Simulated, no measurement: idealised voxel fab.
process module | voxel capacitor over wiring
cross-section cut | 145 nm wide | cells 5 nm
A cross-section is a grid of square cells, given in bands from the top down. A band is one or more rows of cells.
Each band's line starts with the height of the band's top and of its bottom, in nm. Then come its materials from left to right, each with its width in nm. One material with "throughout" fills the band from edge to edge. "air" is empty space.
Height 0 is the level under which the wafer as received is all one material. The lowest band goes on downwards, as in "0 down".
A width such as "30 to 40" changes by the same amount from each row of cells to the next, from the band's top row to its bottom row.
"no change" after a step means that no cell of the cross-section changed.
closed voids: empty space of 8 cells or more with no open way to the top, each as width x height at its distance from the left edge, in nm
after a step's settings: what the simulator itself notes on the step
overlay nm, on a step with a mask: how far to the right of its planned place the mask lay; to the left if negative
plan
1 op RECEIVE | material Si
2 op CONFORMAL_DEP | material SiO2 | thk nm 15
3 op CONFORMAL_DEP | material SiN | thk nm 5
4 op DIRECTIONAL_DEP | material SiO2 | thk nm 15
5 op MASKED_ETCH | tone open | mask id METAL_1 | width nm 25 | pitch nm 75 | etch materials SiO2 | depth nm 15 | overlay nm 0
6 op MASKED_ETCH | tone open | mask id METAL_1 | width nm 25 | pitch nm 75 | etch materials SiN | depth nm 5 | overlay nm 0
7 op CONFORMAL_DEP | material TiN | thk nm 5
8 op FILL_DEP | material Ru | thk nm 10
9 op CMP | height nm 35
10 op CONFORMAL_DEP | material SiCN | thk nm 5
11 op DIRECTIONAL_DEP | material lowk | thk nm 15
12 op PATTERN | tone open | mask id PLUG_1 | material resist | width nm 15 | thk nm 15 | overlay nm 0
13 op DIRECTIONAL_ETCH | etch materials lowk | depth nm 15
14 op DIRECTIONAL_ETCH | etch materials SiCN | depth nm 5
15 op STRIP | etch materials resist
16 op EPI | material Ru | thk nm 10
17 op EPI | material Ru | thk nm 10
18 op DIRECTIONAL_DEP | material TiN | thk nm 5
19 op DIRECTIONAL_DEP | material HfO2 | thk nm 5
20 op DIRECTIONAL_DEP | material TiN | thk nm 10
21 op DIRECTIONAL_DEP | material aC | thk nm 15
22 op PATTERN | tone cover | mask id UPPER_PLATE | material resist | width nm 55 | thk nm 30 | overlay nm 0
23 op DIRECTIONAL_ETCH | etch materials aC | depth nm 15
24 op STRIP | etch materials resist
25 op DIRECTIONAL_ETCH | etch materials TiN | depth nm 10
26 op DIRECTIONAL_ETCH | etch materials HfO2 | depth nm 5
27 op STRIP | etch materials aC
28 op MASKED_ETCH | tone cover | mask id LOWER_PLATE | width nm 65 | etch materials TiN | depth nm 5 | overlay nm 0
29 op FILL_DEP | material SiO2 | thk nm 15
30 op CMP | height nm 85
31 op MASKED_ETCH | tone open | mask id PLUG_2 | width nm 15 | etch materials SiO2 | depth nm 10 | overlay nm 0
32 op CONFORMAL_DEP | material TiN | thk nm 5
33 op FILL_DEP | material W | thk nm 5
34 op CMP | height nm 85
35 op CONFORMAL_DEP | material SiN | thk nm 5
as received, after step 1
  0 down: Si throughout
  closed voids: none
first wafer at the end, as planned
  90 to 85: SiN throughout
  85 to 80: SiO2 40 | TiN 5 | W 5 | TiN 5 | SiO2 90
  80 to 75: SiO2 40 | TiN 15 | SiO2 90
  75 to 65: SiO2 30 | TiN 55 | SiO2 60
  65 to 60: SiO2 30 | HfO2 55 | SiO2 60
  60 to 55: SiO2 25 | TiN 65 | SiO2 55
  55 to 40: lowk 30 | Ru 15 | lowk 100
  40 to 35: SiCN 30 | Ru 15 | SiCN 100
  35 to 20: SiO2 20 | TiN 5 | Ru 15 | TiN 5 | SiO2 50 | TiN 5 | Ru 15 | TiN 5 | SiO2 25
  20 to 15: SiN 20 | TiN 25 | SiN 50 | TiN 25 | SiN 25
  15 to 0: SiO2 throughout
  0 down: Si throughout
  closed voids: none
second wafer at the end: like start, like plan, one mistake
  90 to 85: SiN throughout
  85 to 80: SiO2 40 | TiN 5 | W 5 | TiN 5 | SiO2 90
  80 to 75: SiO2 40 | TiN 15 | SiO2 90
  75 to 65: SiO2 45 | TiN 40 | SiO2 60
  65 to 60: SiO2 30 | TiN 15 | HfO2 40 | SiO2 60
  60 to 55: SiO2 25 | TiN 65 | SiO2 55
  55 to 50: lowk 30 | HfO2 15 | lowk 100
  50 to 45: lowk 30 | TiN 15 | lowk 100
  45 to 40: lowk throughout
  40 to 35: SiCN throughout
  35 to 20: SiO2 20 | TiN 5 | Ru 15 | TiN 5 | SiO2 50 | TiN 5 | Ru 15 | TiN 5 | SiO2 25
  20 to 15: SiN 20 | TiN 25 | SiN 50 | TiN 25 | SiN 25
  15 to 0: SiO2 throughout
  0 down: Si throughout
  closed voids: none
what went wrong: step 13 ran as: op DIRECTIONAL_ETCH | etch materials lowk | depth nm 10
at the end the second wafer has, in cells: 12 fewer of Ru | 3 more of SiCN | 6 more of SiO2 | 3 more of lowk
